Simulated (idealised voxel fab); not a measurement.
The name of this process module is voxel fin reveal.
Section cut is 200 nm wide and gridded with 5 nm square cells.
For the purposes of this document, a cross-section shall be understood as a grid of square cells, specified as bands listed in top-to-bottom order, each band consisting of one or more rows of cells. Quick guide to a band line: top height, bottom height (nm) up front; then every material left to right with its width in nm. Only one material and it's marked "edge to edge"? Then it fills the band edge to edge. And "empty" just means empty space. Heights from 0 (as-received wafer is one material below). Bottom band endless downward, as "0 down". Width spec "30..40" -> top row of cells at first value, bottom row at second value, equal per-row change in between. "no alterations made" after a step means that no cell of the cross-section changed. Entry "Enclosed empty spaces". Content: empty spaces with no open connection to the top, size 8 cells or greater. Each: width x height at distance. Distance: from left edge. Unit: nm. Whatever follows a step's settings on its line is a remark the simulator itself makes about that step. "overlay nm" answers the question of how far to the right of plan the mask lay on a step that has a mask, and when it is negative the answer is to the left.

Set out below are the planned steps of the process:
1: RECEIVE (material Si)
2: CONFORMAL_DEP (material SiN; thk nm 10)
3: MASKED_ETCH (tone cover; mask id FINS; width nm 15; pitch nm 35; etch materials SiN; depth nm 10; overlay nm 0)
4: MASKED_ETCH (tone cover; mask id FINS; width nm 15; pitch nm 35; etch materials Si; depth nm 40; overlay nm 0)
5: FILL_DEP (material SiO2; thk nm 15)
6: CMP (height nm 10)
7: SELECTIVE_ETCH (etch materials SiO2; depth nm 25)
8: STRIP (etch materials SiN)

First of two wafers, processed according to plan:

Wafer at receipt (post step 1), cross-section:
    0 down: Si edge to edge
    Enclosed empty spaces: none

Cross-section of the wafer after step 2:
    10 to 0: SiN edge to edge
    Below 0 it's all the same as before, nothing changed down there.

Cross-section of the wafer after step 3:
    10 to 0: empty 75 nm | SiN 15 nm | empty 20 nm | SiN 15 nm | empty 75 nm
    Below 0 it's all the same as before, nothing changed down there.

Cross-section of the wafer after step 4:
    10 to 0: empty 75 nm | SiN 15 nm | empty 20 nm | SiN 15 nm | empty 75 nm
    0 to -40: empty 75 nm | Si 15 nm | empty 20 nm | Si 15 nm | empty 75 nm
    Below -40 it's all the same as before, nothing changed down there.

Cross-section of the wafer after step 5:
    25 to 10: SiO2 edge to edge
    10 to 0: SiO2 75 nm | SiN 15 nm | SiO2 20 nm | SiN 15 nm | SiO2 75 nm
    0 to -40: SiO2 75 nm | Si 15 nm | SiO2 20 nm | Si 15 nm | SiO2 75 nm
    Below -40 it's all the same as before, nothing changed down there.

Cross-section of the wafer after step 6:
    10 to 0: SiO2 75 nm | SiN 15 nm | SiO2 20 nm | SiN 15 nm | SiO2 75 nm
    Below 0 it's all the same as before, nothing changed down there.

Cross-section of the wafer after step 7:
    10 to 0: empty 75 nm | SiN 15 nm | empty 20 nm | SiN 15 nm | empty 75 nm
    0 to -15: empty 75 nm | Si 15 nm | empty 20 nm | Si 15 nm | empty 75 nm
    Below -15 it's all the same as before, nothing changed down there.

Cross-section of the wafer after step 8:
    0 to -15: empty 75 nm | Si 15 nm | empty 20 nm | Si 15 nm | empty 75 nm
    Below -15 it's all the same as before, nothing changed down there.

Second of two: same start, same plan, one run error; steps up to and including 7 match the first:

Cross-sectional view of the second wafer at the intended end time of process step 8:
    10 to 0: empty 75 nm | SiN 15 nm | empty 20 nm | SiN 15 nm | empty 75 nm
    0 to -40: empty 75 nm | Si 15 nm | empty 20 nm | Si 15 nm | empty 75 nm
    Below -40 it's all the same as before, nothing changed down there.
Finding, execution versus plan: so step 8 ended up running with a different setting than we planned, it ran as STRIP (etch materials SiO2)
Final cells, second wafer relative to first, materials higher or lower: SiN: 12 more, SiO2: 170 fewer
